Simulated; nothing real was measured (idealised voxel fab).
Presented below is a process module, voxel self aligned vias.
Cross-section cut: width 225 nm, square cells of 5 nm.
For the purposes of this document, a cross-section shall be understood as a grid of square cells, specified as bands listed in top-to-bottom order, each band consisting of one or more rows of cells.
Within each band entry, the heights of the top and of the bottom of the band appear first, in that order and in nm; the materials of the band then follow from left to right, each with its corresponding width in nm. The designation "throughout" on a single material indicates that it fills the band from edge to edge; the designation "air" indicates empty space.
We count height from 0. Below that, the starting wafer is all one material. The lowest band never ends at the bottom but goes on down; see "0 nm and below" for how that is written.
A width given as "30->40" starts at the first number in the band's top row and ends at the second number in its bottom row, shifting by an equal amount at every step from row to row.
Given "nothing different" for a step, no cell of the cross-section differs between before and after that step.
"Enclosed void list" enumerates empty spaces isolated from the top, with no open way to it, that contain at least 8 cells, giving each as width x height at distance from the left edge, all three in nm.
Past the settings on a step's line: simulator remark, on that step.
A step's line can hold "overlay nm"; with a mask on that step, the setting says how far right of the planned place the mask lay, while a negative setting says it lay to the left.

[The steps planned for the process are as follows]
1. RECEIVE with material Si
2. CONFORMAL_DEP with material SiO2, thk nm 10
3. CONFORMAL_DEP with material SiCN, thk nm 5
4. DIRECTIONAL_DEP with material lowk, thk nm 20
5. DIRECTIONAL_DEP with material aC, thk nm 10
6. PATTERN with tone open, mask id LINES, material resist, width nm 20, pitch nm 55, thk nm 25, overlay nm 0
7. DIRECTIONAL_ETCH with etch materials aC, depth nm 10
8. STRIP with etch materials resist
9. DIRECTIONAL_ETCH with etch materials lowk, depth nm 20
10. STRIP with etch materials aC
11. CONFORMAL_DEP with material TiN, thk nm 5
12. FILL_DEP with material Ru, thk nm 10
13. CMP with height nm 35
14. SELECTIVE_ETCH with etch materials W Ru TiN, depth nm 5
15. FILL_DEP with material SiN, thk nm 10
16. CMP with height nm 35
17. DIRECTIONAL_DEP with material lowk, thk nm 15
18. DIRECTIONAL_DEP with material aC, thk nm 10
19. PATTERN with tone open, mask id VIAS, material resist, width nm 40, pitch nm 110, thk nm 25, overlay nm 0
20. DIRECTIONAL_ETCH with etch materials aC, depth nm 10
21. STRIP with etch materials resist
22. DIRECTIONAL_ETCH with etch materials lowk, depth nm 15
23. DIRECTIONAL_ETCH with etch materials SiN, depth nm 5
24. STRIP with etch materials aC
25. CONFORMAL_DEP with material TiN, thk nm 5
26. FILL_DEP with material Ru, thk nm 10
27. CMP with height nm 50
28. CONFORMAL_DEP with material SiCN, thk nm 5

[Cross-section of the wafer upon arrival, representing the state reached after step 1]
	0 nm and below: Si throughout
	Enclosed void list: none

[The following cross-section depicts the wafer upon conclusion of the module. Processing commenced from the starting condition illustrated above and adhered to the plan illustrated above, save for one mistake in execution]
	55 nm to 50 nm: SiCN throughout
	50 nm to 40 nm: lowk=35 | TiN=5 | Ru=30 | TiN=5 | lowk=70 | TiN=5 | Ru=30 | TiN=5 | lowk=40
	40 nm to 35 nm: lowk=35 | TiN=15 | Ru=10 | TiN=15 | lowk=70 | TiN=15 | Ru=10 | TiN=15 | lowk=40
	35 nm to 30 nm: lowk=45 | TiN=20 | lowk=35 | SiN=20 | lowk=35 | TiN=20 | lowk=50
	30 nm to 25 nm: lowk=45 | TiN=5 | Ru=10 | TiN=5 | lowk=35 | TiN=5 | Ru=10 | TiN=5 | lowk=35 | TiN=5 | Ru=10 | TiN=5 | lowk=50
	25 nm to 20 nm: lowk=45 | TiN=20 | lowk=35 | TiN=20 | lowk=35 | TiN=20 | lowk=50
	20 nm to 15 nm: SiCN throughout
	15 nm to 0 nm: SiO2 throughout
	0 nm and below: Si throughout
	Enclosed void list: none
Deviation from plan: step 2 did not use the planned setting and instead ran as CONFORMAL_DEP with material SiO2, thk nm 15
